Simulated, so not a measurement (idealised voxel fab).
process module | voxel ribs on slabs
cross-section cut | 285 nm wide | cells 5 nm
A cross-section is a grid of square cells, given in bands from the top down. A band is one or more rows of cells.
Each band's line starts with the height of the band's top and of its bottom, in nm. Then come its materials from left to right, each with its width in nm. One material with "throughout" fills the band from edge to edge. "air" is empty space.
Height 0 is the level under which the wafer as received is all one material. The lowest band goes on downwards, as in "0 down".
A width such as "30 to 40" changes by the same amount from each row of cells to the next, from the band's top row to its bottom row.
"no change" after a step means that no cell of the cross-section changed.
closed voids: empty space of 8 cells or more with no open way to the top, each as width x height at its distance from the left edge, in nm
after a step's settings: what the simulator itself notes on the step
overlay nm, on a step with a mask: how far to the right of its planned place the mask lay; to the left if negative
plan
1 op RECEIVE | material Si
2 op DIRECTIONAL_DEP | material SiO2 | thk nm 20
3 op DIRECTIONAL_DEP | material polySi | thk nm 15
4 op PATTERN | tone cover | mask id RIB | material resist | width nm 20 | thk nm 15 | overlay nm 0
5 op DIRECTIONAL_ETCH | etch materials polySi | depth nm 5
6 op STRIP | etch materials resist
7 op MASKED_ETCH | tone cover | mask id SLAB | width nm 60 | etch materials polySi | depth nm 5 | overlay nm 0
8 op FILL_DEP | material SiO2 | thk nm 20
9 op CMP | height nm 50
10 op DIRECTIONAL_DEP | material TiN | thk nm 5
11 op PATTERN | tone cover | mask id HEATER | material resist | width nm 30 | thk nm 20 | overlay nm 0
12 op DIRECTIONAL_ETCH | etch materials TiN | depth nm 5
13 op STRIP | etch materials resist
14 op CONFORMAL_DEP | material SiN | thk nm 10
varied across the wafers: depth nm of step 7. The plan shows the first wafer's value. All wafers start alike
first wafer as received, after step 1
  0 down: Si throughout
  closed voids: none
first wafer at the end, after step 14
  65 to 60: air 115 | SiN 50 | air 120
  60 to 55: SiN throughout
  55 to 50: SiN 125 | TiN 30 | SiN 130
  50 to 35: SiO2 throughout
  35 to 25: SiO2 130 to 110 | polySi 20 to 60 | SiO2 135 to 115
  25 to 20: polySi throughout
  20 to 0: SiO2 throughout
  0 down: Si throughout
  closed voids: none
last wafer at the end
  65 to 60: air 115 | SiN 50 | air 120
  60 to 55: SiN throughout
  55 to 50: SiN 125 | TiN 30 | SiN 130
  50 to 35: SiO2 throughout
  35 to 30: SiO2 130 | polySi 20 | SiO2 135
  30 to 20: SiO2 110 | polySi 60 | SiO2 115
  20 to 0: SiO2 throughout
  0 down: Si throughout
  closed voids: none
each wafer at the end: cells of each material gained (+) or lost (-) since it was received, then its closed voids
depth nm 5 | +118 SiN | +497 SiO2 | +6 TiN | +73 polySi | closed voids: none
depth nm 10 | +118 SiN | +542 SiO2 | +6 TiN | +28 polySi | closed voids: none
depth nm 15 | +118 SiN | +542 SiO2 | +6 TiN | +28 polySi | closed voids: none
depth nm 20 | +118 SiN | +542 SiO2 | +6 TiN | +28 polySi | closed voids: none
depth nm 25 | +118 SiN | +542 SiO2 | +6 TiN | +28 polySi | closed voids: none
